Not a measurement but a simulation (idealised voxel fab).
Herein follows the process module entitled voxel plated lines.
The cross-section shown here is cut; it is 290 nm wide and divided into square cells measuring 5 nm on a side.
We lay out every cross-section as a grid of square cells and spell it out in bands from the top down, where one band means one or more rows of cells.
Basically the band line says how high the top is and how high the bottom is, in nm, and then what's in it from left to right, every material with its width in nm. Empty space shows up as "air", and if a single material carries "throughout" it runs the full band edge to edge.
Height is counted from the level 0, under which the received wafer is composed throughout of one material. The lowest of the bands is not closed at the bottom but continues downward, in the notation "top 0, no bottom".
The notation "30 to 40" denotes a width that varies across the rows of cells in the band, beginning at the first number in the top row, finishing at the second number in the bottom row, and changing by an identical amount from each row to the next.
It should be understood that the words "all unchanged", when stated for a given step, signify that the cross-section underwent no change in any of its cells during that step.
The list in "Closed void listing" covers empty spaces of 8 cells or more that cannot reach the top through any open way, and it gives each as width x height at distance; the distance is from the left edge, and width, height and distance are in nm.
It should be noted that, on the line of a given step, the content following the step's settings is a remark produced by the simulator itself with respect to that step.
The line of a step may include "overlay nm". On a step with a mask, this value is how far to the right of its planned place the mask lay. A negative value means the mask lay to the left.

Plan:
1) RECEIVE (material Si)
2) CONFORMAL_DEP (material SiN; thk nm 5)
3) DIRECTIONAL_DEP (material TiN; thk nm 5)
4) PATTERN (tone open; mask id LINES; material resist; width nm 15; pitch nm 40; thk nm 30; overlay nm 0)
5) EPI (material Ru; thk nm 10)
6) EPI (material Ru; thk nm 10)
7) STRIP (etch materials resist)
8) DIRECTIONAL_ETCH (etch materials TiN; depth nm 5)
9) CONFORMAL_DEP (material SiO2; thk nm 5)

Received-state cross-section, reflecting completion of step 1:
* top 0, no bottom  Si throughout
* Closed void listing: none

The cross-section shown corresponds to the wafer at the conclusion of the module. The initial structure and the process plan are those presented above; however, one mistake occurred in executing the plan:
* top 35, bottom 30  SiO2 120 nm / air 5 nm / SiO2 35 nm / air 5 nm / SiO2 125 nm
* top 30, bottom 10  Ru 115 nm / SiO2 5 nm / air 5 nm / SiO2 5 nm / Ru 25 nm / SiO2 5 nm / air 5 nm / SiO2 5 nm / Ru 120 nm
* top 10, bottom 5  TiN 115 nm / SiO2 15 nm / TiN 25 nm / SiO2 15 nm / TiN 120 nm
* top 5, bottom 0  SiN throughout
* top 0, no bottom  Si throughout
* Closed void listing: none
Short version of what went wrong: contrary to plan, step 4 was performed as PATTERN (tone cover; mask id LINES; material resist; width nm 15; pitch nm 40; thk nm 30; overlay nm 0)
